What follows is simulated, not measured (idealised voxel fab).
process module | voxel wiring stack
cross-section cut | 280 nm wide | cells 5 nm
A cross-section is a grid of square cells, given in bands from the top down. A band is one or more rows of cells.
Each band's line starts with the height of the band's top and of its bottom, in nm. Then come its materials from left to right, each with its width in nm. One material with "throughout" fills the band from edge to edge. "air" is empty space.
Height 0 is the level under which the wafer as received is all one material. The lowest band goes on downwards, as in "0 down".
A width such as "30 to 40" changes by the same amount from each row of cells to the next, from the band's top row to its bottom row.
"no change" after a step means that no cell of the cross-section changed.
closed voids: empty space of 8 cells or more with no open way to the top, each as width x height at its distance from the left edge, in nm
after a step's settings: what the simulator itself notes on the step
overlay nm, on a step with a mask: how far to the right of its planned place the mask lay; to the left if negative
plan
1 op RECEIVE | material Si
2 op CONFORMAL_DEP | material SiO2 | thk nm 10
3 op CONFORMAL_DEP | material SiN | thk nm 5
4 op DIRECTIONAL_DEP | material lowk | thk nm 15
5 op PATTERN | tone open | mask id METAL_1 | material resist | width nm 20 | pitch nm 35 | thk nm 15 | overlay nm 0
6 op DIRECTIONAL_ETCH | etch materials lowk | depth nm 15
7 op DIRECTIONAL_ETCH | etch materials SiN | depth nm 5
8 op STRIP | etch materials resist
9 op CONFORMAL_DEP | material TiN | thk nm 5
10 op FILL_DEP | material Ru | thk nm 5
11 op CMP | height nm 30
12 op CONFORMAL_DEP | material SiCN | thk nm 5
13 op DIRECTIONAL_DEP | material lowk | thk nm 30
14 op PATTERN | tone open | mask id METAL_2_HOLES | material resist | width nm 15 | pitch nm 35 | thk nm 20 | overlay nm 0
15 op DIRECTIONAL_ETCH | etch materials lowk | depth nm 30
16 op STRIP | etch materials resist
17 op DIRECTIONAL_DEP | material aC | thk nm 10
18 op PATTERN | tone open | mask id METAL_2 | material resist | width nm 20 | pitch nm 35 | thk nm 30 | overlay nm 0
19 op DIRECTIONAL_ETCH | etch materials aC | depth nm 10
20 op STRIP | etch materials resist
21 op DIRECTIONAL_ETCH | etch materials lowk | depth nm 20
22 op DIRECTIONAL_ETCH | etch materials SiCN | depth nm 5
23 op STRIP | etch materials aC
24 op CONFORMAL_DEP | material TiN | thk nm 5
25 op FILL_DEP | material Cu | thk nm 10
26 op CMP | height nm 65
27 op CONFORMAL_DEP | material SiCN | thk nm 5
28 op DIRECTIONAL_DEP | material SiO2 | thk nm 15
29 op MASKED_ETCH | tone open | mask id PLUG_2 | width nm 15 | pitch nm 35 | etch materials SiO2 | depth nm 15 | overlay nm 0
30 op MASKED_ETCH | tone open | mask id PLUG_2 | width nm 15 | pitch nm 35 | etch materials SiCN | depth nm 5 | overlay nm 0
31 op CONFORMAL_DEP | material TiN | thk nm 5
32 op FILL_DEP | material W | thk nm 5
33 op CMP | height nm 85
34 op CONFORMAL_DEP | material SiN | thk nm 5
35 op DIRECTIONAL_DEP | material SiO2 | thk nm 15
36 op MASKED_ETCH | tone open | mask id METAL_3 | width nm 20 | pitch nm 35 | etch materials SiO2 | depth nm 15 | overlay nm 0
37 op MASKED_ETCH | tone open | mask id METAL_3 | width nm 20 | pitch nm 35 | etch materials SiN | depth nm 5 | overlay nm 0
38 op CONFORMAL_DEP | material TiN | thk nm 5
39 op FILL_DEP | material Ru | thk nm 10
40 op CMP | height nm 105
41 op CONFORMAL_DEP | material SiCN | thk nm 5
42 op DIRECTIONAL_DEP | material lowk | thk nm 30
43 op MASKED_ETCH | tone open | mask id METAL_4 | width nm 20 | pitch nm 35 | etch materials lowk | depth nm 15 | overlay nm 0
44 op MASKED_ETCH | tone open | mask id METAL_4_HOLES | width nm 15 | pitch nm 70 | etch materials lowk | depth nm 15 | overlay nm 0
45 op MASKED_ETCH | tone open | mask id METAL_4_HOLES | width nm 15 | pitch nm 70 | etch materials SiCN | depth nm 5 | overlay nm 0
46 op CONFORMAL_DEP | material TiN | thk nm 5
47 op FILL_DEP | material Ru | thk nm 5
48 op CMP | height nm 140
49 op CONFORMAL_DEP | material SiN | thk nm 5
first wafer, as planned
as received, after step 1
  0 down: Si throughout
  closed voids: none
after step 2
  10 to 0: SiO2 throughout
  below 0: unchanged
after step 3
  15 to 10: SiN throughout
  below 10: unchanged
after step 4
  30 to 15: lowk throughout
  below 15: unchanged
after step 5
  45 to 30: resist 95 | air 20 | resist 15 | air 20 | resist 15 | air 20 | resist 95
  below 30: unchanged
after step 6
  45 to 30: resist 95 | air 20 | resist 15 | air 20 | resist 15 | air 20 | resist 95
  30 to 15: lowk 95 | air 20 | lowk 15 | air 20 | lowk 15 | air 20 | lowk 95
  below 15: unchanged
after step 7
  45 to 30: resist 95 | air 20 | resist 15 | air 20 | resist 15 | air 20 | resist 95
  30 to 15: lowk 95 | air 20 | lowk 15 | air 20 | lowk 15 | air 20 | lowk 95
  15 to 10: SiN 95 | air 20 | SiN 15 | air 20 | SiN 15 | air 20 | SiN 95
  below 10: unchanged
after step 8
  30 to 15: lowk 95 | air 20 | lowk 15 | air 20 | lowk 15 | air 20 | lowk 95
  below 15: unchanged
after step 9
  35 to 30: TiN 100 | air 10 | TiN 25 | air 10 | TiN 25 | air 10 | TiN 100
  30 to 15: lowk 95 | TiN 5 | air 10 | TiN 5 | lowk 15 | TiN 5 | air 10 | TiN 5 | lowk 15 | TiN 5 | air 10 | TiN 5 | lowk 95
  15 to 10: SiN 95 | TiN 20 | SiN 15 | TiN 20 | SiN 15 | TiN 20 | SiN 95
  below 10: unchanged
after step 10
  40 to 35: Ru throughout
  35 to 30: TiN 100 | Ru 10 | TiN 25 | Ru 10 | TiN 25 | Ru 10 | TiN 100
  30 to 15: lowk 95 | TiN 5 | Ru 10 | TiN 5 | lowk 15 | TiN 5 | Ru 10 | TiN 5 | lowk 15 | TiN 5 | Ru 10 | TiN 5 | lowk 95
  below 15: unchanged
after step 11
  30 to 15: lowk 95 | TiN 5 | Ru 10 | TiN 5 | lowk 15 | TiN 5 | Ru 10 | TiN 5 | lowk 15 | TiN 5 | Ru 10 | TiN 5 | lowk 95
  below 15: unchanged
after step 12
  35 to 30: SiCN throughout
  below 30: unchanged
after step 13
  65 to 35: lowk throughout
  below 35: unchanged
after step 14
  85 to 65: resist 95 | air 15 | resist 20 | air 15 | resist 20 | air 15 | resist 100
  below 65: unchanged
after step 15
  85 to 65: resist 95 | air 15 | resist 20 | air 15 | resist 20 | air 15 | resist 100
  65 to 35: lowk 95 | air 15 | lowk 20 | air 15 | lowk 20 | air 15 | lowk 100
  below 35: unchanged
after step 16
  65 to 35: lowk 95 | air 15 | lowk 20 | air 15 | lowk 20 | air 15 | lowk 100
  below 35: unchanged
after step 17
  75 to 65: aC 95 | air 15 | aC 20 | air 15 | aC 20 | air 15 | aC 100
  65 to 45: lowk 95 | air 15 | lowk 20 | air 15 | lowk 20 | air 15 | lowk 100
  45 to 35: lowk 95 | aC 15 | lowk 20 | aC 15 | lowk 20 | aC 15 | lowk 100
  below 35: unchanged
after step 18
  105 to 75: resist 95 | air 20 | resist 15 | air 20 | resist 15 | air 20 | resist 95
  below 75: unchanged
after step 19
  95 to 75: resist 95 | air 20 | resist 15 | air 20 | resist 15 | air 20 | resist 95
  75 to 65: aC 95 | air 20 | aC 15 | air 20 | aC 15 | air 20 | aC 95
  65 to 35: lowk 95 | air 15 | lowk 20 | air 15 | lowk 20 | air 15 | lowk 100
  below 35: unchanged
after step 20
  75 to 65: aC 95 | air 20 | aC 15 | air 20 | aC 15 | air 20 | aC 95
  below 65: unchanged
after step 21
  75 to 65: aC 95 | air 20 | aC 15 | air 20 | aC 15 | air 20 | aC 95
  65 to 45: lowk 95 | air 20 | lowk 15 | air 20 | lowk 15 | air 20 | lowk 95
  below 45: unchanged
after step 22
  75 to 65: aC 95 | air 20 | aC 15 | air 20 | aC 15 | air 20 | aC 95
  65 to 45: lowk 95 | air 20 | lowk 15 | air 20 | lowk 15 | air 20 | lowk 95
  45 to 35: lowk 95 | air 15 | lowk 20 | air 15 | lowk 20 | air 15 | lowk 100
  35 to 30: SiCN 95 | air 15 | SiCN 20 | air 15 | SiCN 20 | air 15 | SiCN 100
  below 30: unchanged
after step 23
  65 to 45: lowk 95 | air 20 | lowk 15 | air 20 | lowk 15 | air 20 | lowk 95
  below 45: unchanged
after step 24
  70 to 65: TiN 100 | air 10 | TiN 25 | air 10 | TiN 25 | air 10 | TiN 100
  65 to 50: lowk 95 | TiN 5 | air 10 | TiN 5 | lowk 15 | TiN 5 | air 10 | TiN 5 | lowk 15 | TiN 5 | air 10 | TiN 5 | lowk 95
  50 to 45: lowk 95 | TiN 5 | air 5 | TiN 10 | lowk 15 | TiN 5 | air 5 | TiN 10 | lowk 15 | TiN 5 | air 5 | TiN 10 | lowk 95
  45 to 35: lowk 95 | TiN 5 | air 5 | TiN 5 | lowk 20 | TiN 5 | air 5 | TiN 5 | lowk 20 | TiN 5 | air 5 | TiN 5 | lowk 100
  35 to 30: SiCN 95 | TiN 15 | SiCN 20 | TiN 15 | SiCN 20 | TiN 15 | SiCN 100
  below 30: unchanged
after step 25
  80 to 70: Cu throughout
  70 to 65: TiN 100 | Cu 10 | TiN 25 | Cu 10 | TiN 25 | Cu 10 | TiN 100
  65 to 50: lowk 95 | TiN 5 | Cu 10 | TiN 5 | lowk 15 | TiN 5 | Cu 10 | TiN 5 | lowk 15 | TiN 5 | Cu 10 | TiN 5 | lowk 95
  50 to 45: lowk 95 | TiN 5 | Cu 5 | TiN 10 | lowk 15 | TiN 5 | Cu 5 | TiN 10 | lowk 15 | TiN 5 | Cu 5 | TiN 10 | lowk 95
  45 to 35: lowk 95 | TiN 5 | Cu 5 | TiN 5 | lowk 20 | TiN 5 | Cu 5 | TiN 5 | lowk 20 | TiN 5 | Cu 5 | TiN 5 | lowk 100
  below 35: unchanged
after step 26
  65 to 50: lowk 95 | TiN 5 | Cu 10 | TiN 5 | lowk 15 | TiN 5 | Cu 10 | TiN 5 | lowk 15 | TiN 5 | Cu 10 | TiN 5 | lowk 95
  below 50: unchanged
after step 27
  70 to 65: SiCN throughout
  below 65: unchanged
after step 28
  85 to 70: SiO2 throughout
  below 70: unchanged
after step 29
  85 to 70: SiO2 95 | air 15 | SiO2 20 | air 15 | SiO2 20 | air 15 | SiO2 100
  below 70: unchanged
after step 30
  85 to 70: SiO2 95 | air 15 | SiO2 20 | air 15 | SiO2 20 | air 15 | SiO2 100
  70 to 65: SiCN 95 | air 15 | SiCN 20 | air 15 | SiCN 20 | air 15 | SiCN 100
  below 65: unchanged
after step 31
  90 to 85: TiN 100 | air 5 | TiN 30 | air 5 | TiN 30 | air 5 | TiN 105
  85 to 70: SiO2 95 | TiN 5 | air 5 | TiN 5 | SiO2 20 | TiN 5 | air 5 | TiN 5 | SiO2 20 | TiN 5 | air 5 | TiN 5 | SiO2 100
  70 to 65: SiCN 95 | TiN 15 | SiCN 20 | TiN 15 | SiCN 20 | TiN 15 | SiCN 100
  below 65: unchanged
after step 32
  95 to 90: W throughout
  90 to 85: TiN 100 | W 5 | TiN 30 | W 5 | TiN 30 | W 5 | TiN 105
  85 to 70: SiO2 95 | TiN 5 | W 5 | TiN 5 | SiO2 20 | TiN 5 | W 5 | TiN 5 | SiO2 20 | TiN 5 | W 5 | TiN 5 | SiO2 100
  below 70: unchanged
after step 33
  85 to 70: SiO2 95 | TiN 5 | W 5 | TiN 5 | SiO2 20 | TiN 5 | W 5 | TiN 5 | SiO2 20 | TiN 5 | W 5 | TiN 5 | SiO2 100
  below 70: unchanged
after step 34
  90 to 85: SiN throughout
  below 85: unchanged
after step 35
  105 to 90: SiO2 throughout
  below 90: unchanged
after step 36
  105 to 90: SiO2 95 | air 20 | SiO2 15 | air 20 | SiO2 15 | air 20 | SiO2 95
  below 90: unchanged
after step 37
  105 to 90: SiO2 95 | air 20 | SiO2 15 | air 20 | SiO2 15 | air 20 | SiO2 95
  90 to 85: SiN 95 | air 20 | SiN 15 | air 20 | SiN 15 | air 20 | SiN 95
  below 85: unchanged
after step 38
  110 to 105: TiN 100 | air 10 | TiN 25 | air 10 | TiN 25 | air 10 | TiN 100
  105 to 90: SiO2 95 | TiN 5 | air 10 | TiN 5 | SiO2 15 | TiN 5 | air 10 | TiN 5 | SiO2 15 | TiN 5 | air 10 | TiN 5 | SiO2 95
  90 to 85: SiN 95 | TiN 20 | SiN 15 | TiN 20 | SiN 15 | TiN 20 | SiN 95
  below 85: unchanged
after step 39
  120 to 110: Ru throughout
  110 to 105: TiN 100 | Ru 10 | TiN 25 | Ru 10 | TiN 25 | Ru 10 | TiN 100
  105 to 90: SiO2 95 | TiN 5 | Ru 10 | TiN 5 | SiO2 15 | TiN 5 | Ru 10 | TiN 5 | SiO2 15 | TiN 5 | Ru 10 | TiN 5 | SiO2 95
  below 90: unchanged
after step 40
  105 to 90: SiO2 95 | TiN 5 | Ru 10 | TiN 5 | SiO2 15 | TiN 5 | Ru 10 | TiN 5 | SiO2 15 | TiN 5 | Ru 10 | TiN 5 | SiO2 95
  below 90: unchanged
after step 41
  110 to 105: SiCN throughout
  below 105: unchanged
after step 42
  140 to 110: lowk throughout
  below 110: unchanged
after step 43
  140 to 125: lowk 95 | air 20 | lowk 15 | air 20 | lowk 15 | air 20 | lowk 95
  below 125: unchanged
after step 44
  140 to 125: lowk 95 | air 20 | lowk 15 | air 20 | lowk 15 | air 20 | lowk 95
  125 to 110: lowk 95 | air 15 | lowk 55 | air 15 | lowk 100
  below 110: unchanged
after step 45
  140 to 125: lowk 95 | air 20 | lowk 15 | air 20 | lowk 15 | air 20 | lowk 95
  125 to 110: lowk 95 | air 15 | lowk 55 | air 15 | lowk 100
  110 to 105: SiCN 95 | air 15 | SiCN 55 | air 15 | SiCN 100
  below 105: unchanged
after step 46
  145 to 140: TiN 100 | air 10 | TiN 25 | air 10 | TiN 25 | air 10 | TiN 100
  140 to 130: lowk 95 | TiN 5 | air 10 | TiN 5 | lowk 15 | TiN 5 | air 10 | TiN 5 | lowk 15 | TiN 5 | air 10 | TiN 5 | lowk 95
  130 to 125: lowk 95 | TiN 5 | air 5 | TiN 10 | lowk 15 | TiN 20 | lowk 15 | TiN 5 | air 5 | TiN 10 | lowk 95
  125 to 110: lowk 95 | TiN 5 | air 5 | TiN 5 | lowk 55 | TiN 5 | air 5 | TiN 5 | lowk 100
  110 to 105: SiCN 95 | TiN 15 | SiCN 55 | TiN 15 | SiCN 100
  below 105: unchanged
after step 47
  150 to 145: Ru throughout
  145 to 140: TiN 100 | Ru 10 | TiN 25 | Ru 10 | TiN 25 | Ru 10 | TiN 100
  140 to 130: lowk 95 | TiN 5 | Ru 10 | TiN 5 | lowk 15 | TiN 5 | Ru 10 | TiN 5 | lowk 15 | TiN 5 | Ru 10 | TiN 5 | lowk 95
  130 to 125: lowk 95 | TiN 5 | Ru 5 | TiN 10 | lowk 15 | TiN 20 | lowk 15 | TiN 5 | Ru 5 | TiN 10 | lowk 95
  125 to 110: lowk 95 | TiN 5 | Ru 5 | TiN 5 | lowk 55 | TiN 5 | Ru 5 | TiN 5 | lowk 100
  below 110: unchanged
after step 48
  140 to 130: lowk 95 | TiN 5 | Ru 10 | TiN 5 | lowk 15 | TiN 5 | Ru 10 | TiN 5 | lowk 15 | TiN 5 | Ru 10 | TiN 5 | lowk 95
  below 130: unchanged
after step 49
  145 to 140: SiN throughout
  below 140: unchanged
second wafer: like start, like plan, one mistake. Through step 11 it matches the first wafer
when step 12 should have ended
  35 to 30: SiO2 throughout
  below 30: unchanged
when step 13 should have ended
  65 to 35: lowk throughout
  below 35: unchanged
when step 14 should have ended
  85 to 65: resist 95 | air 15 | resist 20 | air 15 | resist 20 | air 15 | resist 100
  below 65: unchanged
when step 15 should have ended
  85 to 65: resist 95 | air 15 | resist 20 | air 15 | resist 20 | air 15 | resist 100
  65 to 35: lowk 95 | air 15 | lowk 20 | air 15 | lowk 20 | air 15 | lowk 100
  below 35: unchanged
when step 16 should have ended
  65 to 35: lowk 95 | air 15 | lowk 20 | air 15 | lowk 20 | air 15 | lowk 100
  below 35: unchanged
when step 17 should have ended
  75 to 65: aC 95 | air 15 | aC 20 | air 15 | aC 20 | air 15 | aC 100
  65 to 45: lowk 95 | air 15 | lowk 20 | air 15 | lowk 20 | air 15 | lowk 100
  45 to 35: lowk 95 | aC 15 | lowk 20 | aC 15 | lowk 20 | aC 15 | lowk 100
  below 35: unchanged
when step 18 should have ended
  105 to 75: resist 95 | air 20 | resist 15 | air 20 | resist 15 | air 20 | resist 95
  below 75: unchanged
when step 19 should have ended
  95 to 75: resist 95 | air 20 | resist 15 | air 20 | resist 15 | air 20 | resist 95
  75 to 65: aC 95 | air 20 | aC 15 | air 20 | aC 15 | air 20 | aC 95
  65 to 35: lowk 95 | air 15 | lowk 20 | air 15 | lowk 20 | air 15 | lowk 100
  below 35: unchanged
when step 20 should have ended
  75 to 65: aC 95 | air 20 | aC 15 | air 20 | aC 15 | air 20 | aC 95
  below 65: unchanged
when step 21 should have ended
  75 to 65: aC 95 | air 20 | aC 15 | air 20 | aC 15 | air 20 | aC 95
  65 to 45: lowk 95 | air 20 | lowk 15 | air 20 | lowk 15 | air 20 | lowk 95
  below 45: unchanged
when step 22 should have ended: no change
when step 23 should have ended
  65 to 45: lowk 95 | air 20 | lowk 15 | air 20 | lowk 15 | air 20 | lowk 95
  below 45: unchanged
when step 24 should have ended
  70 to 65: TiN 100 | air 10 | TiN 25 | air 10 | TiN 25 | air 10 | TiN 100
  65 to 50: lowk 95 | TiN 5 | air 10 | TiN 5 | lowk 15 | TiN 5 | air 10 | TiN 5 | lowk 15 | TiN 5 | air 10 | TiN 5 | lowk 95
  50 to 40: lowk 95 | TiN 5 | air 5 | TiN 10 to 5 | lowk 15 to 20 | TiN 5 | air 5 | TiN 10 to 5 | lowk 15 to 20 | TiN 5 | air 5 | TiN 10 to 5 | lowk 95 to 100
  40 to 35: lowk 95 | TiN 15 | lowk 20 | TiN 15 | lowk 20 | TiN 15 | lowk 100
  below 35: unchanged
when step 25 should have ended
  80 to 70: Cu throughout
  70 to 65: TiN 100 | Cu 10 | TiN 25 | Cu 10 | TiN 25 | Cu 10 | TiN 100
  65 to 50: lowk 95 | TiN 5 | Cu 10 | TiN 5 | lowk 15 | TiN 5 | Cu 10 | TiN 5 | lowk 15 | TiN 5 | Cu 10 | TiN 5 | lowk 95
  50 to 40: lowk 95 | TiN 5 | Cu 5 | TiN 10 to 5 | lowk 15 to 20 | TiN 5 | Cu 5 | TiN 10 to 5 | lowk 15 to 20 | TiN 5 | Cu 5 | TiN 10 to 5 | lowk 95 to 100
  below 40: unchanged
when step 26 should have ended
  65 to 50: lowk 95 | TiN 5 | Cu 10 | TiN 5 | lowk 15 | TiN 5 | Cu 10 | TiN 5 | lowk 15 | TiN 5 | Cu 10 | TiN 5 | lowk 95
  below 50: unchanged
when step 27 should have ended
  70 to 65: SiCN throughout
  below 65: unchanged
when step 28 should have ended
  85 to 70: SiO2 throughout
  below 70: unchanged
when step 29 should have ended
  85 to 70: SiO2 95 | air 15 | SiO2 20 | air 15 | SiO2 20 | air 15 | SiO2 100
  below 70: unchanged
when step 30 should have ended
  85 to 70: SiO2 95 | air 15 | SiO2 20 | air 15 | SiO2 20 | air 15 | SiO2 100
  70 to 65: SiCN 95 | air 15 | SiCN 20 | air 15 | SiCN 20 | air 15 | SiCN 100
  below 65: unchanged
when step 31 should have ended
  90 to 85: TiN 100 | air 5 | TiN 30 | air 5 | TiN 30 | air 5 | TiN 105
  85 to 70: SiO2 95 | TiN 5 | air 5 | TiN 5 | SiO2 20 | TiN 5 | air 5 | TiN 5 | SiO2 20 | TiN 5 | air 5 | TiN 5 | SiO2 100
  70 to 65: SiCN 95 | TiN 15 | SiCN 20 | TiN 15 | SiCN 20 | TiN 15 | SiCN 100
  below 65: unchanged
when step 32 should have ended
  95 to 90: W throughout
  90 to 85: TiN 100 | W 5 | TiN 30 | W 5 | TiN 30 | W 5 | TiN 105
  85 to 70: SiO2 95 | TiN 5 | W 5 | TiN 5 | SiO2 20 | TiN 5 | W 5 | TiN 5 | SiO2 20 | TiN 5 | W 5 | TiN 5 | SiO2 100
  below 70: unchanged
when step 33 should have ended
  85 to 70: SiO2 95 | TiN 5 | W 5 | TiN 5 | SiO2 20 | TiN 5 | W 5 | TiN 5 | SiO2 20 | TiN 5 | W 5 | TiN 5 | SiO2 100
  below 70: unchanged
when step 34 should have ended
  90 to 85: SiN throughout
  below 85: unchanged
when step 35 should have ended
  105 to 90: SiO2 throughout
  below 90: unchanged
when step 36 should have ended
  105 to 90: SiO2 95 | air 20 | SiO2 15 | air 20 | SiO2 15 | air 20 | SiO2 95
  below 90: unchanged
when step 37 should have ended
  105 to 90: SiO2 95 | air 20 | SiO2 15 | air 20 | SiO2 15 | air 20 | SiO2 95
  90 to 85: SiN 95 | air 20 | SiN 15 | air 20 | SiN 15 | air 20 | SiN 95
  below 85: unchanged
when step 38 should have ended
  110 to 105: TiN 100 | air 10 | TiN 25 | air 10 | TiN 25 | air 10 | TiN 100
  105 to 90: SiO2 95 | TiN 5 | air 10 | TiN 5 | SiO2 15 | TiN 5 | air 10 | TiN 5 | SiO2 15 | TiN 5 | air 10 | TiN 5 | SiO2 95
  90 to 85: SiN 95 | TiN 20 | SiN 15 | TiN 20 | SiN 15 | TiN 20 | SiN 95
  below 85: unchanged
when step 39 should have ended
  120 to 110: Ru throughout
  110 to 105: TiN 100 | Ru 10 | TiN 25 | Ru 10 | TiN 25 | Ru 10 | TiN 100
  105 to 90: SiO2 95 | TiN 5 | Ru 10 | TiN 5 | SiO2 15 | TiN 5 | Ru 10 | TiN 5 | SiO2 15 | TiN 5 | Ru 10 | TiN 5 | SiO2 95
  below 90: unchanged
when step 40 should have ended
  105 to 90: SiO2 95 | TiN 5 | Ru 10 | TiN 5 | SiO2 15 | TiN 5 | Ru 10 | TiN 5 | SiO2 15 | TiN 5 | Ru 10 | TiN 5 | SiO2 95
  below 90: unchanged
when step 41 should have ended
  110 to 105: SiCN throughout
  below 105: unchanged
when step 42 should have ended
  140 to 110: lowk throughout
  below 110: unchanged
when step 43 should have ended
  140 to 125: lowk 95 | air 20 | lowk 15 | air 20 | lowk 15 | air 20 | lowk 95
  below 125: unchanged
when step 44 should have ended
  140 to 125: lowk 95 | air 20 | lowk 15 | air 20 | lowk 15 | air 20 | lowk 95
  125 to 110: lowk 95 | air 15 | lowk 55 | air 15 | lowk 100
  below 110: unchanged
when step 45 should have ended
  140 to 125: lowk 95 | air 20 | lowk 15 | air 20 | lowk 15 | air 20 | lowk 95
  125 to 110: lowk 95 | air 15 | lowk 55 | air 15 | lowk 100
  110 to 105: SiCN 95 | air 15 | SiCN 55 | air 15 | SiCN 100
  below 105: unchanged
when step 46 should have ended
  145 to 140: TiN 100 | air 10 | TiN 25 | air 10 | TiN 25 | air 10 | TiN 100
  140 to 130: lowk 95 | TiN 5 | air 10 | TiN 5 | lowk 15 | TiN 5 | air 10 | TiN 5 | lowk 15 | TiN 5 | air 10 | TiN 5 | lowk 95
  130 to 125: lowk 95 | TiN 5 | air 5 | TiN 10 | lowk 15 | TiN 20 | lowk 15 | TiN 5 | air 5 | TiN 10 | lowk 95
  125 to 110: lowk 95 | TiN 5 | air 5 | TiN 5 | lowk 55 | TiN 5 | air 5 | TiN 5 | lowk 100
  110 to 105: SiCN 95 | TiN 15 | SiCN 55 | TiN 15 | SiCN 100
  below 105: unchanged
when step 47 should have ended
  150 to 145: Ru throughout
  145 to 140: TiN 100 | Ru 10 | TiN 25 | Ru 10 | TiN 25 | Ru 10 | TiN 100
  140 to 130: lowk 95 | TiN 5 | Ru 10 | TiN 5 | lowk 15 | TiN 5 | Ru 10 | TiN 5 | lowk 15 | TiN 5 | Ru 10 | TiN 5 | lowk 95
  130 to 125: lowk 95 | TiN 5 | Ru 5 | TiN 10 | lowk 15 | TiN 20 | lowk 15 | TiN 5 | Ru 5 | TiN 10 | lowk 95
  125 to 110: lowk 95 | TiN 5 | Ru 5 | TiN 5 | lowk 55 | TiN 5 | Ru 5 | TiN 5 | lowk 100
  below 110: unchanged
when step 48 should have ended
  140 to 130: lowk 95 | TiN 5 | Ru 10 | TiN 5 | lowk 15 | TiN 5 | Ru 10 | TiN 5 | lowk 15 | TiN 5 | Ru 10 | TiN 5 | lowk 95
  below 130: unchanged
when step 49 should have ended
  145 to 140: SiN throughout
  below 140: unchanged
what went wrong: step 12 ran as: op CONFORMAL_DEP | material SiO2 | thk nm 5
at the end the second wafer has, in cells: 3 fewer of Cu | 47 fewer of SiCN | 56 more of SiO2 | 6 fewer of TiN
